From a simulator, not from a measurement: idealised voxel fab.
Process module under the name voxel transistor to metal
This is section cut - it's 200 nm across, gridded in 5 nm square cells.
How to read a cross-section here: the picture is a grid of square cells, written as bands going from the top down, and any band can span one or more rows of cells.
Within each band entry, the heights of the top and of the bottom of the band appear first, in that order and in nm; the materials of the band then follow from left to right, each with its corresponding width in nm. The designation "edge to edge" on a single material indicates that it fills the band from edge to edge; the designation "blank" indicates empty space.
Height is counted from the level 0, under which the received wafer is composed throughout of one material. The lowest of the bands is not closed at the bottom but continues downward, in the notation "from 0 down".
Think of "30 to 40" as a width that walks from the first number to the second as you go down the band, top row to bottom row, taking equal-sized steps from row to row.
The designation "nothing was modified", where it is given for a processing step, indicates that no cell of the cross-section was altered in the course of that step.
Empty spaces counting at least 8 cells and having no open way to the top are listed in "Closed-off voids". The notation width x height at distance is used for each, the distance being from the left edge and all three values in nm.
Where a step's line continues beyond its settings, the continuation is a remark by the simulator itself on that step.
overlay nm: how far to the right of its planned place the mask lay on this masked step (negative: to the left).
These are the steps we planned for the process:
1. RECEIVE,material Si
2. CONFORMAL_DEP,material SiO2,thk nm 5
3. CONFORMAL_DEP,material SiN,thk nm 15
4. DIRECTIONAL_DEP,material aC,thk nm 10
5. PATTERN,tone cover,mask id ACTIVE,material resist,width nm 110,thk nm 30,overlay nm 0
6. DIRECTIONAL_ETCH,etch materials aC,depth nm 10
7. STRIP,etch materials resist
8. DIRECTIONAL_ETCH,etch materials SiN,depth nm 15
9. DIRECTIONAL_ETCH,etch materials SiO2,depth nm 5
10. DIRECTIONAL_ETCH,etch materials Si,depth nm 30
11. STRIP,etch materials aC
12. OXIDIZE,depth nm 5
13. FILL_DEP,material SiO2,thk nm 15
14. CMP,height nm 20
15. SELECTIVE_ETCH,etch materials SiO2,depth nm 10
16. STRIP,etch materials SiN
17. SELECTIVE_ETCH,etch materials SiO2,depth nm 5
18. OXIDIZE,depth nm 5
19. DIRECTIONAL_DEP,material polySi,thk nm 25
20. DIRECTIONAL_DEP,material SiCN,thk nm 10
21. MASKED_ETCH,tone cover,mask id GATE,width nm 20,etch materials SiCN,depth nm 20,overlay nm 0
22. MASKED_ETCH,tone cover,mask id GATE,width nm 20,etch materials polySi,depth nm 35,overlay nm 0
23. CONFORMAL_DEP,material SiO2,thk nm 5
24. DIRECTIONAL_ETCH,etch materials SiO2,depth nm 5
25. CONFORMAL_DEP,material SiN,thk nm 5
26. DIRECTIONAL_ETCH,etch materials SiN,depth nm 5
27. DIRECTIONAL_ETCH,etch materials SiO2,depth nm 5
28. DIRECTIONAL_ETCH,etch materials Si,depth nm 15
29. EPI,material nSi,thk nm 15
30. FILL_DEP,material SiO2,thk nm 10
31. CMP,height nm 35
32. DIRECTIONAL_DEP,material SiO2,thk nm 10
33. DIRECTIONAL_DEP,material aC,thk nm 15
34. PATTERN,tone open,mask id CONTACT,material resist,width nm 15,pitch nm 75,thk nm 35,overlay nm 0
35. DIRECTIONAL_ETCH,etch materials aC,depth nm 15
36. STRIP,etch materials resist
37. DIRECTIONAL_ETCH,etch materials SiO2,depth nm 50
38. STRIP,etch materials aC
39. CONFORMAL_DEP,material TiN,thk nm 5
40. FILL_DEP,material Ru,thk nm 10
41. CMP,height nm 45
42. DIRECTIONAL_DEP,material TiN,thk nm 5
43. DIRECTIONAL_DEP,material Ru,thk nm 15
44. DIRECTIONAL_DEP,material aC,thk nm 10
45. PATTERN,tone cover,mask id METAL_1,material resist,width nm 15,pitch nm 75,thk nm 30,overlay nm 0
46. DIRECTIONAL_ETCH,etch materials aC,depth nm 10
47. STRIP,etch materials resist
48. DIRECTIONAL_ETCH,etch materials Ru,depth nm 15
49. DIRECTIONAL_ETCH,etch materials TiN,depth nm 5
50. STRIP,etch materials aC
51. FILL_DEP,material SiO2,thk nm 10
52. CMP,height nm 65
53. CONFORMAL_DEP,material SiCN,thk nm 5
54. DIRECTIONAL_DEP,material SiO2,thk nm 30
55. DIRECTIONAL_DEP,material aC,thk nm 15
56. PATTERN,tone open,mask id METAL_2,material resist,width nm 15,pitch nm 75,thk nm 30,overlay nm 0
57. DIRECTIONAL_ETCH,etch materials aC,depth nm 15
58. STRIP,etch materials resist
59. DIRECTIONAL_ETCH,etch materials SiO2,depth nm 20
60. STRIP,etch materials aC
61. PATTERN,tone open,mask id METAL_2_HOLES,material resist,width nm 15,pitch nm 75,thk nm 20,overlay nm 0
62. DIRECTIONAL_ETCH,etch materials SiO2,depth nm 10
63. DIRECTIONAL_ETCH,etch materials SiCN,depth nm 5
64. STRIP,etch materials resist
65. CONFORMAL_DEP,material TiN,thk nm 5
66. FILL_DEP,material Cu,thk nm 5
67. CMP,height nm 100
68. CONFORMAL_DEP,material SiN,thk nm 5
Incoming wafer, cross-sectional view, post step 1:
    from 0 down: Si edge to edge
    Closed-off voids: none
First of two wafers, end-of-module section, run followed plan:
    from 105 to 100: SiN edge to edge
    from 100 to 70: SiO2 55, then TiN 5, then Cu 5, then TiN 5, then SiO2 60, then TiN 5, then Cu 5, then TiN 5, then SiO2 55
    from 70 to 65: SiCN 55, then TiN 15, then SiCN 60, then TiN 15, then SiCN 55
    from 65 to 50: SiO2 55, then Ru 15, then SiO2 60, then Ru 15, then SiO2 55
    from 50 to 45: SiO2 55, then TiN 15, then SiO2 60, then TiN 15, then SiO2 55
    from 45 to 35: SiO2 55, then TiN 5, then Ru 5, then TiN 5, then SiO2 60, then TiN 5, then Ru 5, then TiN 5, then SiO2 55
    from 35 to 25: SiO2 55, then TiN 5, then Ru 5, then TiN 5, then SiO2 10, then SiN 5, then SiO2 5, then SiCN 20, then SiO2 5, then SiN 5, then SiO2 10, then TiN 5, then Ru 5, then TiN 5, then SiO2 55
    from 25 to 15: SiO2 55, then TiN 5, then Ru 5, then TiN 5, then SiO2 10, then SiN 5, then SiO2 5, then polySi 20, then SiO2 5, then SiN 5, then SiO2 10, then TiN 5, then Ru 5, then TiN 5, then SiO2 55
    from 15 to 10: SiO2 55, then TiN 15, then SiO2 10, then SiN 5, then SiO2 5, then polySi 20, then SiO2 5, then SiN 5, then SiO2 10, then TiN 15, then SiO2 55
    from 10 to 5: SiO2 55, then TiN 10, then nSi 15, then SiN 5, then SiO2 5, then polySi 20, then SiO2 5, then SiN 5, then nSi 15, then TiN 10, then SiO2 55
    from 5 to 0: SiO2 45, then SiN 5, then SiO2 5, then TiN 10, then nSi 15, then SiN 5, then SiO2 5, then polySi 20, then SiO2 5, then SiN 5, then nSi 15, then TiN 10, then SiO2 5, then SiN 5, then SiO2 45
    from 0 to -5: SiO2 55, then TiN 10, then nSi 15, then SiO2 40, then nSi 15, then TiN 10, then SiO2 55
    from -5 to -20: SiO2 50, then nSi 30, then Si 40, then nSi 30, then SiO2 50
    from -20 to -35: SiO2 50, then Si 100, then SiO2 50
    from -35 down: Si edge to edge
    Closed-off voids: none
Second wafer at the end: like start, like plan, one mistake:
    from 105 to 100: SiN edge to edge
    from 100 to 70: SiO2 55, then TiN 5, then Cu 5, then TiN 5, then SiO2 60, then TiN 5, then Cu 5, then TiN 5, then SiO2 55
    from 70 to 65: SiCN 55, then TiN 15, then SiCN 60, then TiN 15, then SiCN 55
    from 65 to 50: SiO2 55, then Ru 15, then SiO2 60, then Ru 15, then SiO2 55
    from 50 to 45: SiO2 55, then TiN 15, then SiO2 60, then TiN 15, then SiO2 55
    from 45 to 35: SiO2 55, then TiN 5, then Ru 5, then TiN 5, then SiO2 60, then TiN 5, then Ru 5, then TiN 5, then SiO2 55
    from 35 to 25: SiO2 55, then TiN 5, then Ru 5, then TiN 5, then SiO2 10, then SiN 5, then SiO2 5, then polySi 20, then SiO2 5, then SiN 5, then SiO2 10, then TiN 5, then Ru 5, then TiN 5, then SiO2 55
    from 25 to 20: SiO2 55, then TiN 15, then SiO2 10, then SiN 5, then SiO2 5, then polySi 20, then SiO2 5, then SiN 5, then SiO2 10, then TiN 15, then SiO2 55
    from 20 to 5: SiO2 45, then SiN 110, then SiO2 45
    from 5 to 0: SiO2 edge to edge
    from 0 to -35: SiO2 50, then Si 100, then SiO2 50
    from -35 down: Si edge to edge
    Closed-off voids: none
Here's what went sideways: skipped: plan step 14 (never run)
at the end the second wafer has, in cells: 4 fewer of Ru; 56 more of Si; 8 fewer of SiCN; 56 more of SiN; 18 fewer of SiO2; 20 fewer of TiN; 54 fewer of nSi; 8 fewer of polySi
